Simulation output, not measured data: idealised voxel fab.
This section sets out a process module, namely voxel wiring stack.
This is section cut - it's 225 nm across, gridded in 5 nm square cells.
Think of the cross-section as a grid of square cells. We describe it in bands, top to bottom, and each band covers one or more rows of those cells. Per band: top height and bottom height in nm, followed by the left-to-right materials and their widths in nm; "full width" marks a single material spanning edge to edge, "air" marks empty space. We count height from 0. Below that, the starting wafer is all one material. The lowest band never ends at the bottom but goes on down; see "0 nm and below" for how that is written. With a width like "30..40", each row of cells in the band differs from the next by the same amount, the top row carrying the first number and the bottom row the second. What does "everything unchanged" mean for a step? It means no cell of the cross-section changed in that step. So "Fully sealed cavities" is basically the list of trapped voids: any empty space of 8 cells or more that can't reach the top through an opening. They're written width x height at distance, the distance being from the left edge, and it's all nm. Formally, on a step line, whatever follows the settings is a remark that the simulator itself makes on the step. Regarding "overlay nm": on a step with a mask, it is the distance the mask lay to the right of its planned place; a negative value places it to the left.
**This section lists the process steps that were planned**
step 1: op RECEIVE | material Si
step 2: op CONFORMAL_DEP | material SiO2 | thk nm 15
step 3: op CONFORMAL_DEP | material SiCN | thk nm 5
step 4: op DIRECTIONAL_DEP | material SiO2 | thk nm 25
step 5: op PATTERN | tone open | mask id METAL_1 | material resist | width nm 25 | pitch nm 45 | thk nm 15 | overlay nm 0
step 6: op DIRECTIONAL_ETCH | etch materials SiO2 | depth nm 25
step 7: op DIRECTIONAL_ETCH | etch materials SiCN | depth nm 5
step 8: op STRIP | etch materials resist
step 9: op CONFORMAL_DEP | material TiN | thk nm 5
step 10: op FILL_DEP | material W | thk nm 5
step 11: op CMP | height nm 45
step 12: op CONFORMAL_DEP | material SiCN | thk nm 5
step 13: op DIRECTIONAL_DEP | material lowk | thk nm 25
step 14: op PATTERN | tone open | mask id METAL_2 | material resist | width nm 25 | pitch nm 45 | thk nm 15 | overlay nm 0
step 15: op DIRECTIONAL_ETCH | etch materials lowk | depth nm 15
step 16: op STRIP | etch materials resist
step 17: op PATTERN | tone open | mask id METAL_2_HOLES | material resist | width nm 15 | pitch nm 45 | thk nm 15 | overlay nm 0
step 18: op DIRECTIONAL_ETCH | etch materials lowk | depth nm 10
step 19: op DIRECTIONAL_ETCH | etch materials SiCN | depth nm 5
step 20: op STRIP | etch materials resist
step 21: op CONFORMAL_DEP | material TiN | thk nm 5
step 22: op FILL_DEP | material Cu | thk nm 5
step 23: op CMP | height nm 75
step 24: op CONFORMAL_DEP | material SiCN | thk nm 5
step 25: op DIRECTIONAL_DEP | material SiO2 | thk nm 15
step 26: op PATTERN | tone open | mask id PLUG_2 | material resist | width nm 15 | pitch nm 90 | thk nm 15 | overlay nm 0
step 27: op DIRECTIONAL_ETCH | etch materials SiO2 | depth nm 15
step 28: op DIRECTIONAL_ETCH | etch materials SiCN | depth nm 5
step 29: op STRIP | etch materials resist
step 30: op CONFORMAL_DEP | material TiN | thk nm 5
step 31: op FILL_DEP | material Cu | thk nm 5
step 32: op CMP | height nm 95
step 33: op DIRECTIONAL_DEP | material TiN | thk nm 5
step 34: op DIRECTIONAL_DEP | material W | thk nm 20
step 35: op DIRECTIONAL_DEP | material aC | thk nm 10
step 36: op PATTERN | tone cover | mask id METAL_3 | material resist | width nm 25 | pitch nm 45 | thk nm 25 | overlay nm 0
step 37: op DIRECTIONAL_ETCH | etch materials aC | depth nm 10
step 38: op STRIP | etch materials resist
step 39: op DIRECTIONAL_ETCH | etch materials W | depth nm 20
step 40: op DIRECTIONAL_ETCH | etch materials TiN | depth nm 5
step 41: op STRIP | etch materials aC
step 42: op CONFORMAL_DEP | material SiCN | thk nm 5
step 43: op FILL_DEP | material SiO2 | thk nm 10
step 44: op CMP | height nm 120
step 45: op CONFORMAL_DEP | material SiCN | thk nm 5
step 46: op DIRECTIONAL_DEP | material lowk | thk nm 25
step 47: op PATTERN | tone open | mask id METAL_4 | material resist | width nm 25 | pitch nm 45 | thk nm 15 | overlay nm 0
step 48: op DIRECTIONAL_ETCH | etch materials lowk | depth nm 15
step 49: op STRIP | etch materials resist
step 50: op DIRECTIONAL_DEP | material aC | thk nm 10
step 51: op PATTERN | tone open | mask id METAL_4_HOLES | material resist | width nm 15 | pitch nm 45 | thk nm 30 | overlay nm 0
step 52: op DIRECTIONAL_ETCH | etch materials aC | depth nm 10
step 53: op STRIP | etch materials resist
step 54: op DIRECTIONAL_ETCH | etch materials lowk | depth nm 10
step 55: op DIRECTIONAL_ETCH | etch materials SiCN | depth nm 5
step 56: op STRIP | etch materials aC
step 57: op CONFORMAL_DEP | material TiN | thk nm 5
step 58: op FILL_DEP | material Ru | thk nm 10
step 59: op CMP | height nm 150
step 60: op CONFORMAL_DEP | material SiCN | thk nm 5
**Cross-section of the wafer upon arrival, representing the state reached after step 1**
0 nm and below | Si full width
Fully sealed cavities: none
**This is how the wafer looks in cross-section once the module is done, given the starting state and plan above and one mistake in carrying the plan out**
155 nm to 150 nm | SiCN full width
150 nm to 140 nm | lowk=30; TiN=5; Ru=15; TiN=5; lowk=20; TiN=5; Ru=15; TiN=5; lowk=20; TiN=5; Ru=15; TiN=5; lowk=20; TiN=5; Ru=15; TiN=5; lowk=35
140 nm to 135 nm | lowk=30; TiN=5; Ru=5; TiN=15; lowk=20; TiN=5; Ru=5; TiN=15; lowk=20; TiN=5; Ru=5; TiN=15; lowk=20; TiN=5; Ru=5; TiN=15; lowk=35
135 nm to 125 nm | lowk=30; TiN=5; Ru=5; TiN=5; lowk=30; TiN=5; Ru=5; TiN=5; lowk=30; TiN=5; Ru=5; TiN=5; lowk=30; TiN=5; Ru=5; TiN=5; lowk=45
125 nm to 120 nm | SiCN=30; TiN=15; SiCN=30; TiN=15; SiCN=30; TiN=15; SiCN=30; TiN=15; SiCN=45
120 nm to 100 nm | SiO2=25; SiCN=5; W=25; SiCN=5; SiO2=10; SiCN=5; W=25; SiCN=5; SiO2=10; SiCN=5; W=25; SiCN=5; SiO2=10; SiCN=5; W=25; SiCN=5; SiO2=30
100 nm to 95 nm | SiCN=30; TiN=25; SiCN=20; TiN=25; SiCN=20; TiN=25; SiCN=20; TiN=25; SiCN=35
95 nm to 80 nm | SiO2=30; TiN=5; Cu=10; TiN=5; SiO2=70; TiN=5; Cu=10; TiN=5; SiO2=85
80 nm to 75 nm | SiCN=30; TiN=20; SiCN=70; TiN=20; SiCN=85
75 nm to 65 nm | lowk=30; TiN=5; Cu=15; TiN=5; lowk=20; TiN=5; Cu=15; TiN=5; lowk=20; TiN=5; Cu=15; TiN=5; lowk=20; TiN=5; Cu=15; TiN=5; lowk=35
65 nm to 60 nm | lowk=30; TiN=5; Cu=5; TiN=15; lowk=20; TiN=5; Cu=5; TiN=15; lowk=20; TiN=5; Cu=5; TiN=15; lowk=20; TiN=5; Cu=5; TiN=15; lowk=35
60 nm to 50 nm | lowk=30; TiN=5; Cu=5; TiN=5; lowk=30; TiN=5; Cu=5; TiN=5; lowk=30; TiN=5; Cu=5; TiN=5; lowk=30; TiN=5; Cu=5; TiN=5; lowk=45
50 nm to 45 nm | SiCN=30; TiN=15; SiCN=30; TiN=15; SiCN=30; TiN=15; SiCN=30; TiN=15; SiCN=45
45 nm to 20 nm | SiO2=30; TiN=5; W=15; TiN=5; SiO2=20; TiN=5; W=15; TiN=5; SiO2=20; TiN=5; W=15; TiN=5; SiO2=20; TiN=5; W=15; TiN=5; SiO2=35
20 nm to 15 nm | SiCN=30; TiN=25; SiCN=20; TiN=25; SiCN=20; TiN=25; SiCN=20; TiN=25; SiCN=35
15 nm to 0 nm | SiO2 full width
0 nm and below | Si full width
Fully sealed cavities: none
Deviation noted in wafer processing: step 26: run off-plan, actual operation and settings op PATTERN | tone open | mask id PLUG_2 | material resist | width nm 20 | pitch nm 90 | thk nm 15 | overlay nm 0
